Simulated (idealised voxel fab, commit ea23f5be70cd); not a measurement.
The name of this process module is voxel ribs on slabs.
The cross-section shown here is cut; it is 160 nm wide and divided into square cells measuring 5 nm on a side.
A cross-section in this document is a grid of square cells, and it is written down as bands, the top band listed before the ones below it; a band is made up of one or more rows of cells. For a band, the entry starts with two heights in nm, that of the top and then that of the bottom, and carries on with the band's materials in order from left to right, each alongside its width in nm; the word "throughout" beside a single material means it fills the band edge to edge, and "empty" means empty space. Height is counted from the level 0, under which the received wafer is composed throughout of one material. The lowest of the bands is not closed at the bottom but continues downward, in the notation "0 nm and below". Width spec "30..40" -> top row of cells at first value, bottom row at second value, equal per-row change in between. It should be understood that the words "changes: none", when stated for a given step, signify that the cross-section underwent no change in any of its cells during that step. Under "Encapsulated voids" you'll find the enclosed gaps, the ones with no way out to the top, that are 8 cells or bigger; each reads width x height at distance, with distance counted from the left edge, everything in nm. Note: text after step settings on the step line = simulator remark on that step. For masked steps, "overlay nm" on the step line gives how far right of plan the mask actually lay; a minus sign means it lay to the left.

PLANNED STEP LIST FOR THE PROCESS
1) RECEIVE: material Si
2) DIRECTIONAL_DEP: material SiO2, thk nm 20
3) DIRECTIONAL_DEP: material polySi, thk nm 20
4) PATTERN: tone cover, mask id RIB, material resist, width nm 30, thk nm 15, overlay nm 0
5) DIRECTIONAL_ETCH: etch materials polySi, depth nm 5
6) STRIP: etch materials resist
7) PATTERN: tone cover, mask id SLAB, material resist, width nm 60, thk nm 20, overlay nm 0
8) DIRECTIONAL_ETCH: etch materials polySi, depth nm 15
9) STRIP: etch materials resist
10) FILL_DEP: material SiO2, thk nm 20
11) CMP: height nm 50
12) DIRECTIONAL_DEP: material TiN, thk nm 10
13) PATTERN: tone cover, mask id HEATER, material resist, width nm 40, thk nm 15, overlay nm 0
14) DIRECTIONAL_ETCH: etch materials TiN, depth nm 10
15) STRIP: etch materials resist
16) CONFORMAL_DEP: material SiO2, thk nm 5

CROSS-SECTION OF THE INCOMING WAFER, STATE AFTER STEP 1
* 0 nm and below: Si throughout
* Encapsulated voids: none

END-OF-MODULE CROSS-SECTION. STARTING STRUCTURE AND PROCESS PLAN AS ABOVE; ONE MISTAKE MADE IN RUNNING IT
* 65 nm to 60 nm: empty=55, SiO2=50, empty=55
* 60 nm to 55 nm: empty=55, SiO2=5, TiN=40, SiO2=5, empty=55
* 55 nm to 50 nm: SiO2=60, TiN=40, SiO2=60
* 50 nm to 40 nm: TiN throughout
* 40 nm to 35 nm: TiN=65, polySi=30, TiN=65
* 35 nm to 20 nm: TiN=50, polySi=60, TiN=50
* 20 nm to 0 nm: SiO2 throughout
* 0 nm and below: Si throughout
* Encapsulated voids: none
In executing the process, a mistake was made relative to the plan: for step 10, the planned setting was not used; the step was instead run as FILL_DEP: material TiN, thk nm 20
